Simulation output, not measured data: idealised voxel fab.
Presented below is a process module, voxel ribs on slabs.
In the cross-section labelled cut, the width is 150 nm and each square cell is 5 nm.
Each cross-section below is a grid of square cells, stated as bands in top-down order, with one or more rows of cells making up each band.
Heights first: top, then bottom, in nm. Then materials, left to right, each with a width in nm. "all across" on a single material: fills the band edge to edge. "air": empty space.
Zero point of the height axis is 0; under it, received wafer = one material. Lowest band: continues down indefinitely, "0 down".
Think of "30 to 40" as a width that walks from the first number to the second as you go down the band, top row to bottom row, taking equal-sized steps from row to row.
A step reported as "nothing altered" is a step in which no cell of the cross-section changed.
If an empty space has no open way to the top and is at least 8 cells in size, "closed voids" lists it, written width x height at distance, where distance is measured from the left edge and every value is in nm.
Read whatever lies past the settings on a step's line as the simulator's own remark about the step.
A step line may carry the setting "overlay nm", which, for steps involving a mask, states the distance by which the mask lay to the right of its intended position; negative values denote displacement to the left.
[Steps in the process plan]
step 1: RECEIVE: material Si
step 2: DIRECTIONAL_DEP: material SiO2, thk nm 25
step 3: DIRECTIONAL_DEP: material polySi, thk nm 15
step 4: DIRECTIONAL_DEP: material aC, thk nm 10
step 5: PATTERN: tone cover, mask id RIB, material resist, width nm 15, thk nm 25, overlay nm 0
step 6: DIRECTIONAL_ETCH: etch materials aC, depth nm 10
step 7: STRIP: etch materials resist
step 8: DIRECTIONAL_ETCH: etch materials polySi, depth nm 10
step 9: STRIP: etch materials aC
step 10: DIRECTIONAL_DEP: material aC, thk nm 15
step 11: PATTERN: tone cover, mask id SLAB, material resist, width nm 55, thk nm 35, overlay nm 0
step 12: DIRECTIONAL_ETCH: etch materials aC, depth nm 15
step 13: STRIP: etch materials resist
step 14: DIRECTIONAL_ETCH: etch materials polySi, depth nm 5
step 15: STRIP: etch materials aC
step 16: FILL_DEP: material SiO2, thk nm 15
step 17: CMP: height nm 50
step 18: DIRECTIONAL_DEP: material TiN, thk nm 10
step 19: DIRECTIONAL_DEP: material aC, thk nm 15
step 20: PATTERN: tone cover, mask id HEATER, material resist, width nm 25, thk nm 35, overlay nm 0
step 21: DIRECTIONAL_ETCH: etch materials aC, depth nm 15
step 22: STRIP: etch materials resist
step 23: DIRECTIONAL_ETCH: etch materials TiN, depth nm 10
step 24: STRIP: etch materials aC
step 25: CONFORMAL_DEP: material SiN, thk nm 5
[Cross-section, incoming material, after step 1]
> 0 down  Si all across
> closed voids: none
[End state of the module in cross-section, given the above starting point and plan and one mistake in execution]
> 65 to 60  air 60 nm, SiN 30 nm, air 60 nm
> 60 to 55  air 60 nm, SiN 5 nm, TiN 20 nm, SiN 5 nm, air 60 nm
> 55 to 50  SiN 65 nm, TiN 20 nm, SiN 65 nm
> 50 to 40  SiO2 all across
> 40 to 30  SiO2 65 nm, polySi 15 nm, SiO2 70 nm
> 30 to 25  SiO2 45 nm, polySi 55 nm, SiO2 50 nm
> 25 to 0  SiO2 all across
> 0 down  Si all across
> closed voids: none
Plan not followed: in deviation from the planned setting, step 20 was conducted as PATTERN: tone cover, mask id HEATER, material resist, width nm 20, thk nm 35, overlay nm 0
